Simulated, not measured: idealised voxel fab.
The process module presented herein is designated voxel transistor to metal.
Square cells of 5 nm make up the cross-section cut, whose width is 260 nm.
Reading order for cross-sections: top band down to bottom band. Underlying form: a grid of square cells. Band size: one or more rows of cells.
Each band's line starts with the height of the band's top and of its bottom, in nm. Then come its materials from left to right, each with its width in nm. One material with "throughout" fills the band from edge to edge. "blank" is empty space.
Counting heights begins at 0, where everything beneath is, in the wafer as received, one material. The lowest band has no bottom; it goes on downwards, as "0 nm and below" shows.
When a width is written as two numbers, as in "30->40", the first number is the width in the top row of cells of the band and the second is the width in its bottom row, and the width changes by the same amount from each row to the next.
"no alterations made" for a step: no cell of the cross-section changed in that step.
In "Closed void register" the enclosed voids are listed, meaning empty spaces of 8 cells or larger without any opening to the top. The form is width x height at distance, distance from the left edge, units nm.
The remark found on a step's line after its settings is issued by the simulator itself and pertains to that step.
The "overlay nm" setting may appear on a step's line; for a step that uses a mask, it gives how far to the right of its planned position the mask lay, and a negative value indicates the left.
Here's what the planned process steps look like
1. RECEIVE,material Si
2. CONFORMAL_DEP,material SiO2,thk nm 5
3. CONFORMAL_DEP,material SiN,thk nm 15
4. DIRECTIONAL_DEP,material aC,thk nm 15
5. PATTERN,tone cover,mask id ACTIVE,material resist,width nm 105,pitch nm 125,thk nm 35,overlay nm 0
6. DIRECTIONAL_ETCH,etch materials aC,depth nm 15
7. STRIP,etch materials resist
8. DIRECTIONAL_ETCH,etch materials SiN,depth nm 15
9. DIRECTIONAL_ETCH,etch materials SiO2,depth nm 5
10. DIRECTIONAL_ETCH,etch materials Si,depth nm 30
11. STRIP,etch materials aC
12. FILL_DEP,material SiO2,thk nm 10
13. CMP,height nm 20
14. SELECTIVE_ETCH,etch materials SiO2,depth nm 5
15. STRIP,etch materials SiN
16. SELECTIVE_ETCH,etch materials SiO2,depth nm 5
17. OXIDIZE,depth nm 5
18. DIRECTIONAL_DEP,material polySi,thk nm 25
19. DIRECTIONAL_DEP,material SiCN,thk nm 10
20. MASKED_ETCH,tone cover,mask id GATE,width nm 15,pitch nm 125,etch materials SiCN,depth nm 20,overlay nm 0
21. MASKED_ETCH,tone cover,mask id GATE,width nm 15,pitch nm 125,etch materials polySi,depth nm 35,overlay nm 0
22. CONFORMAL_DEP,material SiN,thk nm 5
23. DIRECTIONAL_ETCH,etch materials SiN,depth nm 5
24. DIRECTIONAL_ETCH,etch materials SiO2,depth nm 5
25. EPI,material nSi,thk nm 5
26. FILL_DEP,material SiO2,thk nm 10
27. CMP,height nm 35
28. DIRECTIONAL_DEP,material SiO2,thk nm 10
29. DIRECTIONAL_DEP,material aC,thk nm 10
30. PATTERN,tone open,mask id CONTACT,material resist,width nm 20,thk nm 25,overlay nm 0
31. DIRECTIONAL_ETCH,etch materials aC,depth nm 10
32. STRIP,etch materials resist
33. DIRECTIONAL_ETCH,etch materials SiO2,depth nm 45
34. STRIP,etch materials aC
35. CONFORMAL_DEP,material TiN,thk nm 5
36. FILL_DEP,material W,thk nm 10
37. CMP,height nm 45
38. DIRECTIONAL_DEP,material TiN,thk nm 5
39. DIRECTIONAL_DEP,material W,thk nm 20
40. MASKED_ETCH,tone cover,mask id METAL_1,width nm 20,etch materials W,depth nm 20,overlay nm 0
41. MASKED_ETCH,tone cover,mask id METAL_1,width nm 20,etch materials TiN,depth nm 5,overlay nm 0
42. FILL_DEP,material lowk,thk nm 5
43. CMP,height nm 70
44. CONFORMAL_DEP,material SiCN,thk nm 5
45. DIRECTIONAL_DEP,material SiO2,thk nm 25
46. PATTERN,tone open,mask id METAL_2,material resist,width nm 20,pitch nm 125,thk nm 15,overlay nm 0
47. DIRECTIONAL_ETCH,etch materials SiO2,depth nm 15
48. STRIP,etch materials resist
49. PATTERN,tone open,mask id METAL_2_HOLES,material resist,width nm 15,pitch nm 125,thk nm 20,overlay nm 0
50. DIRECTIONAL_ETCH,etch materials SiO2,depth nm 10
51. DIRECTIONAL_ETCH,etch materials SiCN,depth nm 5
52. STRIP,etch materials resist
53. CONFORMAL_DEP,material TiN,thk nm 5
54. FILL_DEP,material Ru,thk nm 10
55. CMP,height nm 100
56. CONFORMAL_DEP,material SiN,thk nm 5
as received, after step 1
	0 nm and below | Si throughout
	Closed void register: none
Sectioned view, first of two wafers, at the close of the module, processed as intended in the plan
	105 nm to 100 nm | SiN throughout
	100 nm to 90 nm | SiO2=20; TiN=5; Ru=10; TiN=5; SiO2=105; TiN=5; Ru=10; TiN=5; SiO2=95
	90 nm to 85 nm | SiO2=20; TiN=5; Ru=5; TiN=10; SiO2=105; TiN=5; Ru=5; TiN=10; SiO2=95
	85 nm to 75 nm | SiO2=20; TiN=5; Ru=5; TiN=5; SiO2=110; TiN=5; Ru=5; TiN=5; SiO2=100
	75 nm to 70 nm | SiCN=20; TiN=15; SiCN=110; TiN=15; SiCN=100
	70 nm to 50 nm | lowk=20; W=20; lowk=55; W=20; lowk=30; W=20; lowk=55; W=20; lowk=20
	50 nm to 45 nm | lowk=20; TiN=20; lowk=55; TiN=20; lowk=30; TiN=20; lowk=55; TiN=20; lowk=20
	45 nm to 35 nm | SiO2=20; TiN=5; W=10; TiN=5; SiO2=55; TiN=5; W=10; TiN=5; SiO2=30; TiN=5; W=10; TiN=5; SiO2=55; TiN=5; W=10; TiN=5; SiO2=20
	35 nm to 25 nm | SiO2=20; TiN=5; W=10; TiN=5; SiO2=15; SiN=5; SiCN=15; SiN=5; SiO2=15; TiN=5; W=10; TiN=5; SiO2=30; TiN=5; W=10; TiN=5; SiO2=15; SiN=5; SiCN=15; SiN=5; SiO2=15; TiN=5; W=10; TiN=5; SiO2=20
	25 nm to 10 nm | SiO2=20; TiN=5; W=10; TiN=5; SiO2=15; SiN=5; polySi=15; SiN=5; SiO2=15; TiN=5; W=10; TiN=5; SiO2=30; TiN=5; W=10; TiN=5; SiO2=15; SiN=5; polySi=15; SiN=5; SiO2=15; TiN=5; W=10; TiN=5; SiO2=20
	10 nm to 5 nm | SiO2=10; SiN=5; SiO2=5; TiN=5; W=10; TiN=5; SiO2=15; SiN=5; polySi=15; SiN=5; SiO2=15; TiN=5; W=10; TiN=5; SiO2=5; SiN=5; SiO2=10; SiN=5; SiO2=5; TiN=5; W=10; TiN=5; SiO2=15; SiN=5; polySi=15; SiN=5; SiO2=15; TiN=5; W=10; TiN=5; SiO2=5; SiN=5; SiO2=10
	5 nm to 0 nm | SiO2=10; SiN=5; SiO2=5; TiN=20; SiO2=15; SiN=5; polySi=15; SiN=5; SiO2=15; TiN=20; SiO2=5; SiN=5; SiO2=10; SiN=5; SiO2=5; TiN=20; SiO2=15; SiN=5; polySi=15; SiN=5; SiO2=15; TiN=20; SiO2=5; SiN=5; SiO2=10
	0 nm to -5 nm | SiO2=15; nSi=40; SiO2=25; nSi=40; SiO2=20; nSi=40; SiO2=25; nSi=40; SiO2=15
	-5 nm to -30 nm | SiO2=15; Si=105; SiO2=20; Si=105; SiO2=15
	-30 nm and below | Si throughout
	Closed void register: none
Now the second wafer, cross-sectioned at the end of the module. Nothing different at the start, nothing different in the plan compared with the first, just one mistake when it was actually run
	105 nm to 100 nm | SiN throughout
	100 nm to 90 nm | SiO2=20; TiN=5; Ru=10; TiN=5; SiO2=105; TiN=5; Ru=10; TiN=5; SiO2=95
	90 nm to 85 nm | SiO2=20; TiN=5; Ru=5; TiN=10; SiO2=105; TiN=5; Ru=5; TiN=10; SiO2=95
	85 nm to 75 nm | SiO2=20; TiN=5; Ru=5; TiN=5; SiO2=110; TiN=5; Ru=5; TiN=5; SiO2=100
	75 nm to 70 nm | SiCN=20; TiN=15; SiCN=110; TiN=15; SiCN=100
	70 nm to 50 nm | lowk=20; W=20; lowk=55; W=20; lowk=30; W=20; lowk=55; W=20; lowk=20
	50 nm to 45 nm | lowk=20; TiN=20; lowk=55; TiN=20; lowk=30; TiN=20; lowk=55; TiN=20; lowk=20
	45 nm to 35 nm | SiO2=20; TiN=5; W=10; TiN=5; SiO2=55; TiN=5; W=10; TiN=5; SiO2=30; TiN=5; W=10; TiN=5; SiO2=55; TiN=5; W=10; TiN=5; SiO2=20
	35 nm to 25 nm | SiO2=20; TiN=5; W=10; TiN=5; SiO2=15; SiN=5; SiCN=15; SiN=5; SiO2=15; TiN=5; W=10; TiN=5; SiO2=30; TiN=5; W=10; TiN=5; SiO2=15; SiN=5; SiCN=15; SiN=5; SiO2=15; TiN=5; W=10; TiN=5; SiO2=20
	25 nm to 10 nm | SiO2=20; TiN=5; W=10; TiN=5; SiO2=15; SiN=5; polySi=15; SiN=5; SiO2=15; TiN=5; W=10; TiN=5; SiO2=30; TiN=5; W=10; TiN=5; SiO2=15; SiN=5; polySi=15; SiN=5; SiO2=15; TiN=5; W=10; TiN=5; SiO2=20
	10 nm to 5 nm | SiO2=5; SiN=5; SiO2=10; TiN=5; W=10; TiN=5; SiO2=15; SiN=5; polySi=15; SiN=5; SiO2=15; TiN=5; W=10; TiN=5; SiO2=30; TiN=5; W=10; TiN=5; SiO2=15; SiN=5; polySi=15; SiN=5; SiO2=15; TiN=5; W=10; TiN=5; SiO2=10; SiN=5; SiO2=5
	5 nm to 0 nm | SiO2=5; SiN=5; SiO2=10; TiN=20; SiO2=15; SiN=5; polySi=15; SiN=5; SiO2=15; TiN=20; SiO2=30; TiN=20; SiO2=15; SiN=5; polySi=15; SiN=5; SiO2=15; TiN=20; SiO2=10; SiN=5; SiO2=5
	0 nm to -5 nm | SiO2=5; SiN=10; nSi=40; SiO2=25; nSi=40; SiN=5; SiO2=10; SiN=5; nSi=40; SiO2=25; nSi=40; SiN=10; SiO2=5
	-5 nm to -10 nm | SiO2=20; Si=95; SiO2=30; Si=95; SiO2=20
	-10 nm to -30 nm | SiO2=15; Si=105; SiO2=20; Si=105; SiO2=15
	-30 nm and below | Si throughout
	Closed void register: none
Nonconformance to the process plan: mixed up steps 14 and 15 - ran each in the other's place
Looking at both finished wafers in cells, the second ends up ahead of or behind the first on some materials: 4 fewer of Si, 2 more of SiN, 2 more of SiO2
